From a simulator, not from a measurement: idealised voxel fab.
Process module in this document: voxel transistor to metal
The cross-section on display is named cut; it measures 275 nm wide, and its cells are 5 nm squares.
We lay out every cross-section as a grid of square cells and spell it out in bands from the top down, where one band means one or more rows of cells.
Per band: top height and bottom height in nm, followed by the left-to-right materials and their widths in nm; "full width" marks a single material spanning edge to edge, "air" marks empty space.
The level at which height equals 0 is the one under which the wafer, as it arrives, is entirely one material. No lower edge exists for the bottom band, which continues downward and is notated as in "0 nm and below".
A two-number width, for instance "30..40", indicates that the width is equal to the first number in the top row of the band and to the second number in the bottom row, and that it changes by a constant amount per row of cells.
No cell of the cross-section changed in a step that is given as "no alterations made".
Entry "Fully sealed voids" = empty spaces >= 8 cells with no open way to the top; each as width x height at distance, distance from left edge, all nm.
Text after the settings on a step's line: the simulator's own remark on that step.
The optional step-line setting "overlay nm" applies to steps with a mask and quantifies how far to the right of its planned location the mask lay, a negative value indicating leftward placement.
[The following list gives the planned process steps]
1) RECEIVE,material Si
2) CONFORMAL_DEP,material SiO2,thk nm 5
3) CONFORMAL_DEP,material SiN,thk nm 15
4) MASKED_ETCH,tone cover,mask id ACTIVE,width nm 105,pitch nm 130,etch materials SiN,depth nm 15,overlay nm 0
5) MASKED_ETCH,tone cover,mask id ACTIVE,width nm 105,pitch nm 130,etch materials SiO2,depth nm 5,overlay nm 0
6) MASKED_ETCH,tone cover,mask id ACTIVE,width nm 105,pitch nm 130,etch materials Si,depth nm 25,overlay nm 0
7) FILL_DEP,material SiO2,thk nm 5
8) CMP,height nm 20
9) SELECTIVE_ETCH,etch materials SiO2,depth nm 10
10) STRIP,etch materials SiN
11) SELECTIVE_ETCH,etch materials SiO2,depth nm 5
12) OXIDIZE,depth nm 5
13) DIRECTIONAL_DEP,material polySi,thk nm 25
14) DIRECTIONAL_DEP,material SiCN,thk nm 10
15) PATTERN,tone cover,mask id GATE,material resist,width nm 25,pitch nm 130,thk nm 20,overlay nm 0
16) DIRECTIONAL_ETCH,etch materials SiCN,depth nm 20
17) DIRECTIONAL_ETCH,etch materials polySi,depth nm 35
18) STRIP,etch materials resist
19) CONFORMAL_DEP,material SiN,thk nm 5
20) DIRECTIONAL_ETCH,etch materials SiN,depth nm 5
21) DIRECTIONAL_ETCH,etch materials SiO2,depth nm 5
22) DIRECTIONAL_ETCH,etch materials Si,depth nm 5
23) EPI,material nSi,thk nm 10
24) FILL_DEP,material SiO2,thk nm 10
25) CMP,height nm 25
26) STRIP,etch materials polySi
27) SELECTIVE_ETCH,etch materials SiO2,depth nm 5
28) CONFORMAL_DEP,material HfO2,thk nm 5
29) CONFORMAL_DEP,material TiN,thk nm 5
30) FILL_DEP,material W,thk nm 5
31) CMP,height nm 20
32) DIRECTIONAL_DEP,material SiO2,thk nm 10
33) PATTERN,tone open,mask id CONTACT,material resist,width nm 15,thk nm 15,overlay nm 0
34) DIRECTIONAL_ETCH,etch materials SiO2,depth nm 30
35) STRIP,etch materials resist
36) CONFORMAL_DEP,material TiN,thk nm 5
37) FILL_DEP,material W,thk nm 5
38) CMP,height nm 30
39) CONFORMAL_DEP,material SiCN,thk nm 5
40) DIRECTIONAL_DEP,material SiO2,thk nm 15
41) DIRECTIONAL_DEP,material aC,thk nm 15
42) PATTERN,tone open,mask id METAL_1,material resist,width nm 15,thk nm 35,overlay nm 0
43) DIRECTIONAL_ETCH,etch materials aC,depth nm 15
44) STRIP,etch materials resist
45) DIRECTIONAL_ETCH,etch materials SiO2,depth nm 15
46) DIRECTIONAL_ETCH,etch materials SiCN,depth nm 5
47) STRIP,etch materials aC
48) CONFORMAL_DEP,material TiN,thk nm 5
49) FILL_DEP,material W,thk nm 5
50) CMP,height nm 50
51) EPI,material Ru,thk nm 5
52) FILL_DEP,material SiCN,thk nm 5
[As received (post step 1): cross-section]
> 0 nm and below: Si full width
> Fully sealed voids: none
[First of two wafers, end-of-module section, run followed plan]
> 60 nm to 55 nm: SiCN full width
> 55 nm to 50 nm: 25 of SiCN  25 of Ru  45 of SiCN  25 of Ru  35 of SiCN  25 of Ru  45 of SiCN  25 of Ru  25 of SiCN
> 50 nm to 35 nm: 30 of SiO2  5 of TiN  5 of W  5 of TiN  55 of SiO2  5 of TiN  5 of W  5 of TiN  45 of SiO2  5 of TiN  5 of W  5 of TiN  55 of SiO2  5 of TiN  5 of W  5 of TiN  30 of SiO2
> 35 nm to 30 nm: 30 of SiCN  15 of TiN  55 of SiCN  15 of TiN  45 of SiCN  15 of TiN  55 of SiCN  15 of TiN  30 of SiCN
> 30 nm to 20 nm: 30 of SiO2  5 of TiN  5 of W  5 of TiN  55 of SiO2  5 of TiN  5 of W  5 of TiN  45 of SiO2  5 of TiN  5 of W  5 of TiN  55 of SiO2  5 of TiN  5 of W  5 of TiN  30 of SiO2
> 20 nm to 5 nm: 30 of SiO2  5 of TiN  5 of W  5 of TiN  10 of SiO2  5 of SiN  5 of HfO2  5 of TiN  5 of W  5 of TiN  5 of HfO2  5 of SiN  10 of SiO2  5 of TiN  5 of W  5 of TiN  45 of SiO2  5 of TiN  5 of W  5 of TiN  10 of SiO2  5 of SiN  5 of HfO2  5 of TiN  5 of W  5 of TiN  5 of HfO2  5 of SiN  10 of SiO2  5 of TiN  5 of W  5 of TiN  30 of SiO2
> 5 nm to 0 nm: 15 of SiO2  5 of SiN  10 of SiO2  15 of TiN  10 of nSi  5 of SiN  5 of HfO2  15 of TiN  5 of HfO2  5 of SiN  10 of nSi  15 of TiN  10 of SiO2  5 of SiN  15 of SiO2  5 of SiN  10 of SiO2  15 of TiN  10 of nSi  5 of SiN  5 of HfO2  15 of TiN  5 of HfO2  5 of SiN  10 of nSi  15 of TiN  10 of SiO2  5 of SiN  15 of SiO2
> 0 nm to -5 nm: 20 of SiO2  35 of nSi  35 of HfO2  35 of nSi  25 of SiO2  35 of nSi  35 of HfO2  35 of nSi  20 of SiO2
> -5 nm to -10 nm: 20 of SiO2  35 of nSi  35 of Si  35 of nSi  25 of SiO2  35 of nSi  35 of Si  35 of nSi  20 of SiO2
> -10 nm to -25 nm: 20 of SiO2  105 of Si  25 of SiO2  105 of Si  20 of SiO2
> -25 nm and below: Si full width
> Fully sealed voids: none
[Module end: cross-section of wafer two of two. Same start and process plan as the first wafer. One mistake during execution]
> 60 nm to 55 nm: SiCN full width
> 55 nm to 50 nm: Ru full width
> 50 nm to 45 nm: W full width
> 45 nm to 40 nm: 35 of TiN  5 of W  65 of TiN  5 of W  55 of TiN  5 of W  65 of TiN  5 of W  35 of TiN
> 40 nm to 25 nm: 30 of SiO2  5 of TiN  5 of W  5 of TiN  55 of SiO2  5 of TiN  5 of W  5 of TiN  45 of SiO2  5 of TiN  5 of W  5 of TiN  55 of SiO2  5 of TiN  5 of W  5 of TiN  30 of SiO2
> 25 nm to 20 nm: 30 of SiCN  15 of TiN  55 of SiCN  15 of TiN  45 of SiCN  15 of TiN  55 of SiCN  15 of TiN  30 of SiCN
> 20 nm to 5 nm: 30 of SiO2  5 of TiN  5 of W  5 of TiN  10 of SiO2  5 of SiN  5 of HfO2  5 of TiN  5 of W  5 of TiN  5 of HfO2  5 of SiN  10 of SiO2  5 of TiN  5 of W  5 of TiN  45 of SiO2  5 of TiN  5 of W  5 of TiN  10 of SiO2  5 of SiN  5 of HfO2  5 of TiN  5 of W  5 of TiN  5 of HfO2  5 of SiN  10 of SiO2  5 of TiN  5 of W  5 of TiN  30 of SiO2
> 5 nm to 0 nm: 15 of SiO2  5 of SiN  10 of SiO2  15 of TiN  10 of nSi  5 of SiN  5 of HfO2  15 of TiN  5 of HfO2  5 of SiN  10 of nSi  15 of TiN  10 of SiO2  5 of SiN  15 of SiO2  5 of SiN  10 of SiO2  15 of TiN  10 of nSi  5 of SiN  5 of HfO2  15 of TiN  5 of HfO2  5 of SiN  10 of nSi  15 of TiN  10 of SiO2  5 of SiN  15 of SiO2
> 0 nm to -5 nm: 20 of SiO2  35 of nSi  35 of HfO2  35 of nSi  25 of SiO2  35 of nSi  35 of HfO2  35 of nSi  20 of SiO2
> -5 nm to -10 nm: 20 of SiO2  35 of nSi  35 of Si  35 of nSi  25 of SiO2  35 of nSi  35 of Si  35 of nSi  20 of SiO2
> -10 nm to -25 nm: 20 of SiO2  105 of Si  25 of SiO2  105 of Si  20 of SiO2
> -25 nm and below: Si full width
> Fully sealed voids: none
The mistake made against the process plan was this: step 38 ran as: CMP,height nm 20
Wafer comparison, final, in cells, second relative to first, materials more or fewer: 35 more of Ru; 35 fewer of SiCN; 86 fewer of SiO2; 35 more of TiN; 51 more of W
